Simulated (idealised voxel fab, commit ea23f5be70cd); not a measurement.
Module name: voxel gate over fins (process module)
In the cross-section labelled cut, the width is 210 nm and each square cell is 5 nm.
Notation: cross-section as square-cell grid; stated in bands, top first, going down; one or more cell rows per band. For a band, the entry starts with two heights in nm, that of the top and then that of the bottom, and carries on with the band's materials in order from left to right, each alongside its width in nm; the word "full width" beside a single material means it fills the band edge to edge, and "empty" means empty space. Note: height 0 marks the level under which the wafer is uniformly one material as received. Lowest band unbounded below, written "from 0 down". Note: "30->40" means the width goes from the first number (top row of the band) to the second number (bottom row) in equal steps per row of cells. What does "nothing changed" mean for a step? It means no cell of the cross-section changed in that step. "Entrapped void list" enumerates empty spaces isolated from the top, with no open way to it, that contain at least 8 cells, giving each as width x height at distance from the left edge, all three in nm. Where a step's line continues beyond its settings, the continuation is a remark by the simulator itself on that step. You can add "overlay nm" to a step's line. For a step with a mask, it describes how far the mask lay to the right of its planned position, and a negative number describes a lay to the left.
-- The steps planned for the process are as follows
step 1: RECEIVE | material Si
step 2: CONFORMAL_DEP | material SiN | thk nm 5
step 3: MASKED_ETCH | tone cover | mask id FINS | width nm 15 | pitch nm 45 | etch materials SiN | depth nm 5 | overlay nm 0
step 4: MASKED_ETCH | tone cover | mask id FINS | width nm 15 | pitch nm 45 | etch materials Si | depth nm 30 | overlay nm 0
step 5: FILL_DEP | material SiO2 | thk nm 5
step 6: CMP | height nm 5
step 7: SELECTIVE_ETCH | etch materials SiO2 | depth nm 15
step 8: STRIP | etch materials SiN
step 9: CONFORMAL_DEP | material HfO2 | thk nm 5
step 10: CONFORMAL_DEP | material TiN | thk nm 5
step 11: FILL_DEP | material W | thk nm 10
step 12: CMP | height nm 15
step 13: CONFORMAL_DEP | material SiCN | thk nm 10
-- Delivered wafer in cross-section: state after step 1
    from 0 down | Si full width
    Entrapped void list: none
-- Below is the wafer in cross-section after the module was completed. It began from the starting point shown above and followed the plan shown above, except that one mistake was made while running it
    from 25 to 10 | W full width
    from 10 to 5 | 20 nm W, then 35 nm TiN, then 10 nm W, then 35 nm TiN, then 10 nm W, then 35 nm TiN, then 10 nm W, then 35 nm TiN, then 20 nm W
    from 5 to 0 | 20 nm W, then 5 nm TiN, then 25 nm HfO2, then 5 nm TiN, then 10 nm W, then 5 nm TiN, then 25 nm HfO2, then 5 nm TiN, then 10 nm W, then 5 nm TiN, then 25 nm HfO2, then 5 nm TiN, then 10 nm W, then 5 nm TiN, then 25 nm HfO2, then 5 nm TiN, then 20 nm W
    from 0 to -5 | 25 nm TiN, then 5 nm HfO2, then 15 nm Si, then 5 nm HfO2, then 20 nm TiN, then 5 nm HfO2, then 15 nm Si, then 5 nm HfO2, then 20 nm TiN, then 5 nm HfO2, then 15 nm Si, then 5 nm HfO2, then 20 nm TiN, then 5 nm HfO2, then 15 nm Si, then 5 nm HfO2, then 25 nm TiN
    from -5 to -10 | 30 nm HfO2, then 15 nm Si, then 30 nm HfO2, then 15 nm Si, then 30 nm HfO2, then 15 nm Si, then 30 nm HfO2, then 15 nm Si, then 30 nm HfO2
    from -10 to -30 | 30 nm SiO2, then 15 nm Si, then 30 nm SiO2, then 15 nm Si, then 30 nm SiO2, then 15 nm Si, then 30 nm SiO2, then 15 nm Si, then 30 nm SiO2
    from -30 down | Si full width
    Entrapped void list: none
What broke from the plan during processing? step 13 ran differently from the plan; actual operation with settings: CONFORMAL_DEP | material W | thk nm 10
